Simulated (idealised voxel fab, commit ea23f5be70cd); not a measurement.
Herein follows the process module entitled voxel lift off.
170 nm wide, 5 nm square cells: that's cross-section cut.
A cross-section is a grid of square cells, given in bands from the top down. A band is one or more rows of cells. First you get the band's top height and its bottom height, in nm, and then the materials it's made of, left to right, with each width in nm. If you see a single material with "full width", that one covers the band edge to edge. "empty" is empty space. It should be noted that heights are counted from 0, beneath which the wafer as supplied is of one material throughout, and that the lowest band possesses no lower boundary but continues downward, as written in "0 nm and below". When a width is written as two numbers, as in "30->40", the first number is the width in the top row of cells of the band and the second is the width in its bottom row, and the width changes by the same amount from each row to the next. A step reported as "nothing altered" is a step in which no cell of the cross-section changed. Reported under the label "Sealed internal cavities" are the empty spaces having no open way to the top and comprising 8 cells or more; the notation for each is width x height at distance, in which the distance is measured from the left edge and all three values are in nm. Heads up: the bit after the settings on a step's line is the simulator's remark on that step. Steps that use a mask can have "overlay nm" on their line. It says how far the mask sat to the right of where it was meant to be. Negative means to the left.

Process steps - plan:
step 1: RECEIVE (material Si)
step 2: CONFORMAL_DEP (material SiN; thk nm 5)
step 3: PATTERN (tone open; mask id LINES; material resist; width nm 20; pitch nm 50; thk nm 25; overlay nm 0)
step 4: DIRECTIONAL_DEP (material Ru; thk nm 10)
step 5: STRIP (etch materials resist)
step 6: CONFORMAL_DEP (material SiCN; thk nm 5)

Incoming wafer, cross-sectional view, post step 1:
* 0 nm and below | Si full width
* Sealed internal cavities: none

Final cross-section, module run with one mistake (start and plan as above):
* 20 nm to 15 nm | empty=35; SiCN=30; empty=20; SiCN=30; empty=55
* 15 nm to 10 nm | empty=35; SiCN=5; Ru=20; SiCN=5; empty=20; SiCN=5; Ru=20; SiCN=5; empty=55
* 10 nm to 5 nm | SiCN=40; Ru=20; SiCN=30; Ru=20; SiCN=60
* 5 nm to 0 nm | SiN full width
* 0 nm and below | Si full width
* Sealed internal cavities: none
Heads up, the wafer didn't run the way we planned it: step 3 was not run as planned; what actually ran was PATTERN (tone open; mask id LINES; material resist; width nm 20; pitch nm 50; thk nm 25; overlay nm -10)
